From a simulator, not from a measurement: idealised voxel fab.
Title: Process Module voxel released beams
In the cross-section labelled cut, the width is 265 nm and each square cell is 5 nm.
Format of a cross-section: grid, square cells. Given as bands. Order: top down. Band: one or more rows of cells. This entry defines a band. It first specifies the height of the band's top and the height of its bottom in nm, and then specifies the band's materials from left to right, stating each material with its width in nm. The word "edge to edge" identifies a single material that fills the band from edge to edge, while the word "blank" identifies empty space. Height is counted from the level 0, under which the received wafer is composed throughout of one material. The lowest of the bands is not closed at the bottom but continues downward, in the notation "top 0, no bottom". Graded width ("30..40"): value in top row of band = first number; value in bottom row = second number; row-to-row change constant. Where a step carries "identical to before", the cross-section came out of it unchanged, cell for cell. The entry "Closed internal cavities" lists the empty spaces that cover at least 8 cells and have no open path to the top. Each is written as width x height at distance, where the distance is measured from the left edge and all three values are in nm. On each step's line, the part that comes after the settings is the simulator's own comment on the step. overlay nm: for a step with a mask, the amount by which the mask lay right of where it was planned; a negative amount means left of it.
Planned process steps
| 1 | RECEIVE with material Si |
| 2 | CONFORMAL_DEP with material SiN, thk nm 10 |
| 3 | DIRECTIONAL_DEP with material SiO2, thk nm 15 |
| 4 | DIRECTIONAL_DEP with material aC, thk nm 15 |
| 5 | PATTERN with tone open, mask id ANCHOR, material resist, width nm 25, thk nm 35, overlay nm 0 |
| 6 | DIRECTIONAL_ETCH with etch materials aC, depth nm 15 |
| 7 | STRIP with etch materials resist |
| 8 | DIRECTIONAL_ETCH with etch materials SiO2, depth nm 15 |
| 9 | STRIP with etch materials aC |
| 10 | CONFORMAL_DEP with material polySi, thk nm 10 |
| 11 | PATTERN with tone cover, mask id BEAM, material resist, width nm 70, thk nm 20, overlay nm 0 |
| 12 | DIRECTIONAL_ETCH with etch materials polySi, depth nm 10 |
| 13 | STRIP with etch materials resist |
| 14 | STRIP with etch materials SiO2 |
Shown in cross-section is the wafer as received, that is, as it stands after step 1
top 0, no bottom | Si edge to edge
Closed internal cavities: none
End-of-module cross-section of the first of two wafers, processed as planned
top 35, bottom 25 | blank 95, polySi 15, blank 5, polySi 50, blank 100
top 25, bottom 20 | blank 100, polySi 10, blank 5, polySi 10, blank 140
top 20, bottom 10 | blank 100, polySi 25, blank 140
top 10, bottom 0 | SiN edge to edge
top 0, no bottom | Si edge to edge
Closed internal cavities: none
Same start, same plan as the first wafer - but one mistake in the run. Cross-section of the second of the two at the end of the module
top 35, bottom 25 | blank 95, polySi 70, blank 100
top 25, bottom 15 | SiN edge to edge
top 15, bottom 0 | SiO2 edge to edge
top 0, no bottom | Si edge to edge
Closed internal cavities: none
Against the plan, the run slipped here: steps 2 and 3 swapped
End of process, cell counts, second wafer against first, materials with more or fewer: SiO2 +159 | polySi -12
